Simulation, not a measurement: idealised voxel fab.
This is a process module. Its name is voxel capacitor over wiring.
For reference, the cross-section in this document is cut, with width 200 nm and square cells of 5 nm.
For the purposes of this document, a cross-section shall be understood as a grid of square cells, specified as bands listed in top-to-bottom order, each band consisting of one or more rows of cells.
The band entry comprises the height of the band's top followed by the height of its bottom, expressed in nm, and subsequently the band's materials from left to right, each stated together with its width in nm. Where a single material is marked with the word "full width", that material fills the band from edge to edge. The word "blank" represents empty space.
Zero point of the height axis is 0; under it, received wafer = one material. Lowest band: continues down indefinitely, "0 nm and below".
Quick explanation for "30..40": the width changes in equal steps down the rows of cells, from the first number in the band's top row to the second number in its bottom row.
"remained unchanged" means the step left every cell of the cross-section as it was.
"Sealed void inventory" lists enclosed empty spaces (at least 8 cells, no open path upward to the top), each as width x height at distance from the left edge, in nm.
On each step's line, the part that comes after the settings is the simulator's own comment on the step.
What "overlay nm" on a step's line means: if the step has a mask, that mask lay this far to the right of its planned place, or, when the value is negative, to the left.
-- Steps planned for the process
1 RECEIVE,material Si
2 CONFORMAL_DEP,material SiO2,thk nm 10
3 DIRECTIONAL_DEP,material TiN,thk nm 5
4 DIRECTIONAL_DEP,material W,thk nm 25
5 MASKED_ETCH,tone cover,mask id METAL_1,width nm 25,pitch nm 95,etch materials W,depth nm 25,overlay nm 0
6 MASKED_ETCH,tone cover,mask id METAL_1,width nm 15,pitch nm 95,etch materials TiN,depth nm 5,overlay nm 0
7 FILL_DEP,material SiO2,thk nm 5
8 CMP,height nm 40
9 CONFORMAL_DEP,material SiCN,thk nm 5
10 DIRECTIONAL_DEP,material SiO2,thk nm 20
11 MASKED_ETCH,tone open,mask id PLUG_1,width nm 15,etch materials SiO2,depth nm 20,overlay nm 0
12 MASKED_ETCH,tone open,mask id PLUG_1,width nm 15,etch materials SiCN,depth nm 5,overlay nm 0
13 EPI,material Ru,thk nm 10
14 EPI,material Ru,thk nm 10
15 EPI,material Ru,thk nm 5
16 DIRECTIONAL_DEP,material TiN,thk nm 5
17 DIRECTIONAL_DEP,material HfO2,thk nm 5
18 DIRECTIONAL_DEP,material TiN,thk nm 10
19 PATTERN,tone cover,mask id UPPER_PLATE,material resist,width nm 75,thk nm 20,overlay nm 0
20 DIRECTIONAL_ETCH,etch materials TiN,depth nm 10
21 DIRECTIONAL_ETCH,etch materials HfO2,depth nm 5
22 STRIP,etch materials resist
23 DIRECTIONAL_DEP,material aC,thk nm 10
24 PATTERN,tone cover,mask id LOWER_PLATE,material resist,width nm 85,thk nm 30,overlay nm 0
25 DIRECTIONAL_ETCH,etch materials aC,depth nm 10
26 STRIP,etch materials resist
27 DIRECTIONAL_ETCH,etch materials TiN,depth nm 5
28 STRIP,etch materials aC
29 FILL_DEP,material SiO2,thk nm 20
30 CMP,height nm 100
31 DIRECTIONAL_DEP,material aC,thk nm 10
32 PATTERN,tone open,mask id PLUG_2,material resist,width nm 15,thk nm 30,overlay nm 0
33 DIRECTIONAL_ETCH,etch materials aC,depth nm 10
34 STRIP,etch materials resist
35 DIRECTIONAL_ETCH,etch materials SiO2,depth nm 15
36 STRIP,etch materials aC
37 CONFORMAL_DEP,material TiN,thk nm 5
38 FILL_DEP,material Ru,thk nm 5
39 CMP,height nm 100
40 CONFORMAL_DEP,material SiN,thk nm 5
Split variable: width nm, step 6. Plan value = first wafer. Wafers start alike.
-- After step 1, as received: first of several wafers, cross-section
* 0 nm and below: Si full width
* Sealed void inventory: none
-- Per wafer (row), end of module: delta in cells per material since receipt, (+) for gained, (-) for lost; closed voids after that
width nm 15; +15 HfO2; +17 Ru; +37 SiCN; +40 SiN; +617 SiO2; +64 TiN; +50 W; Sealed void inventory: none
width nm 20; +15 HfO2; +17 Ru; +37 SiCN; +40 SiN; +617 SiO2; +64 TiN; +50 W; Sealed void inventory: none
width nm 25; +15 HfO2; +17 Ru; +37 SiCN; +40 SiN; +617 SiO2; +64 TiN; +50 W; Sealed void inventory: none
width nm 30; +15 HfO2; +17 Ru; +37 SiCN; +40 SiN; +615 SiO2; +66 TiN; +50 W; Sealed void inventory: none
width nm 35; +15 HfO2; +17 Ru; +37 SiCN; +40 SiN; +613 SiO2; +68 TiN; +50 W; Sealed void inventory: none
width nm 40; +15 HfO2; +17 Ru; +37 SiCN; +40 SiN; +611 SiO2; +70 TiN; +50 W; Sealed void inventory: none
